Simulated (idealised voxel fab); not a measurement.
process module | voxel spacer lines
cross-section cut | 255 nm wide | cells 5 nm
A cross-section is a grid of square cells, given in bands from the top down. A band is one or more rows of cells.
Each band's line starts with the height of the band's top and of its bottom, in nm. Then come its materials from left to right, each with its width in nm. One material with "throughout" fills the band from edge to edge. "air" is empty space.
Height 0 is the level under which the wafer as received is all one material. The lowest band goes on downwards, as in "0 down".
A width such as "30 to 40" changes by the same amount from each row of cells to the next, from the band's top row to its bottom row.
"no change" after a step means that no cell of the cross-section changed.
closed voids: empty space of 8 cells or more with no open way to the top, each as width x height at its distance from the left edge, in nm
after a step's settings: what the simulator itself notes on the step
overlay nm, on a step with a mask: how far to the right of its planned place the mask lay; to the left if negative
plan
1 op RECEIVE | material Si
2 op CONFORMAL_DEP | material Al2O3 | thk nm 5
3 op DIRECTIONAL_DEP | material SiN | thk nm 10
4 op DIRECTIONAL_DEP | material aC | thk nm 25
5 op PATTERN | tone cover | mask id MANDREL | material resist | width nm 15 | pitch nm 60 | thk nm 35 | overlay nm 0
6 op DIRECTIONAL_ETCH | etch materials aC | depth nm 25
7 op STRIP | etch materials resist
8 op CONFORMAL_DEP | material SiO2 | thk nm 10
9 op DIRECTIONAL_ETCH | etch materials SiO2 | depth nm 10
10 op STRIP | etch materials aC
11 op DIRECTIONAL_ETCH | etch materials SiN | depth nm 10
12 op STRIP | etch materials SiO2
13 op FILL_DEP | material SiO2 | thk nm 10
14 op CMP | height nm 15
varied across the wafers: width nm of step 5. The plan shows the first wafer's value. All wafers start alike
first wafer as received, after step 1
  0 down: Si throughout
  closed voids: none
first wafer at the end, after step 14
  15 to 5: SiO2 50 | SiN 10 | SiO2 15 | SiN 10 | SiO2 25 | SiN 10 | SiO2 15 | SiN 10 | SiO2 25 | SiN 10 | SiO2 15 | SiN 10 | SiO2 50
  5 to 0: Al2O3 throughout
  0 down: Si throughout
  closed voids: none
last wafer at the end
  15 to 5: SiO2 40 | SiN 10 | SiO2 35 | SiN 10 | SiO2 5 | SiN 10 | SiO2 35 | SiN 10 | SiO2 5 | SiN 10 | SiO2 35 | SiN 10 | SiO2 40
  5 to 0: Al2O3 throughout
  0 down: Si throughout
  closed voids: none
each wafer at the end: cells of each material gained (+) or lost (-) since it was received, then its closed voids
width nm 15 | +51 Al2O3 | +24 SiN | +78 SiO2 | closed voids: none
width nm 20 | +51 Al2O3 | +24 SiN | +78 SiO2 | closed voids: none
width nm 25 | +51 Al2O3 | +24 SiN | +78 SiO2 | closed voids: none
width nm 30 | +51 Al2O3 | +24 SiN | +78 SiO2 | closed voids: none
width nm 35 | +51 Al2O3 | +24 SiN | +78 SiO2 | closed voids: none
